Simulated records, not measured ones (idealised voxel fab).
process module | voxel gate over fins
cross-section cut | 185 nm wide | cells 5 nm
A cross-section is a grid of square cells, given in bands from the top down. A band is one or more rows of cells.
Each band's line starts with the height of the band's top and of its bottom, in nm. Then come its materials from left to right, each with its width in nm. One material with "throughout" fills the band from edge to edge. "air" is empty space.
Height 0 is the level under which the wafer as received is all one material. The lowest band goes on downwards, as in "0 down".
A width such as "30 to 40" changes by the same amount from each row of cells to the next, from the band's top row to its bottom row.
"no change" after a step means that no cell of the cross-section changed.
closed voids: empty space of 8 cells or more with no open way to the top, each as width x height at its distance from the left edge, in nm
after a step's settings: what the simulator itself notes on the step
overlay nm, on a step with a mask: how far to the right of its planned place the mask lay; to the left if negative
plan
1 op RECEIVE | material Si
2 op CONFORMAL_DEP | material SiN | thk nm 10
3 op PATTERN | tone cover | mask id FINS | material resist | width nm 15 | pitch nm 45 | thk nm 20 | overlay nm 0
4 op DIRECTIONAL_ETCH | etch materials SiN | depth nm 10
5 op DIRECTIONAL_ETCH | etch materials Si | depth nm 35
6 op STRIP | etch materials resist
7 op FILL_DEP | material SiO2 | thk nm 5
8 op CMP | height nm 10
9 op SELECTIVE_ETCH | etch materials SiO2 | depth nm 20
10 op STRIP | etch materials SiN
11 op CONFORMAL_DEP | material HfO2 | thk nm 5
12 op CONFORMAL_DEP | material TiN | thk nm 5
13 op CONFORMAL_DEP | material TiAl | thk nm 5
14 op CONFORMAL_DEP | material TiN | thk nm 5
15 op FILL_DEP | material W | thk nm 15
16 op CMP | height nm 30
17 op CONFORMAL_DEP | material SiN | thk nm 5
as received, after step 1
  0 down: Si throughout
  closed voids: none
a wafer at the end: this start, this plan, one mistake
  35 to 30: SiN throughout
  30 to 20: W throughout
  20 to 15: W 40 | TiN 100 | W 45
  15 to 10: W 40 | TiN 5 | TiAl 90 | TiN 5 | W 45
  10 to 5: TiN 45 | TiAl 5 | HfO2 35 | TiAl 10 | HfO2 35 | TiAl 5 | TiN 50
  5 to 0: TiAl 50 | HfO2 5 | TiN 25 | HfO2 5 | TiAl 10 | HfO2 5 | TiN 25 | HfO2 5 | TiAl 55
  0 to -5: HfO2 55 | TiN 5 | Si 15 | TiN 5 | HfO2 20 | TiN 5 | Si 15 | TiN 5 | HfO2 60
  -5 to -10: TiN 60 | Si 15 | TiN 30 | Si 15 | TiN 65
  -10 to -35: SiO2 60 | Si 15 | SiO2 30 | Si 15 | SiO2 65
  -35 down: Si throughout
  closed voids: none
what went wrong: steps 11 and 12 were swapped
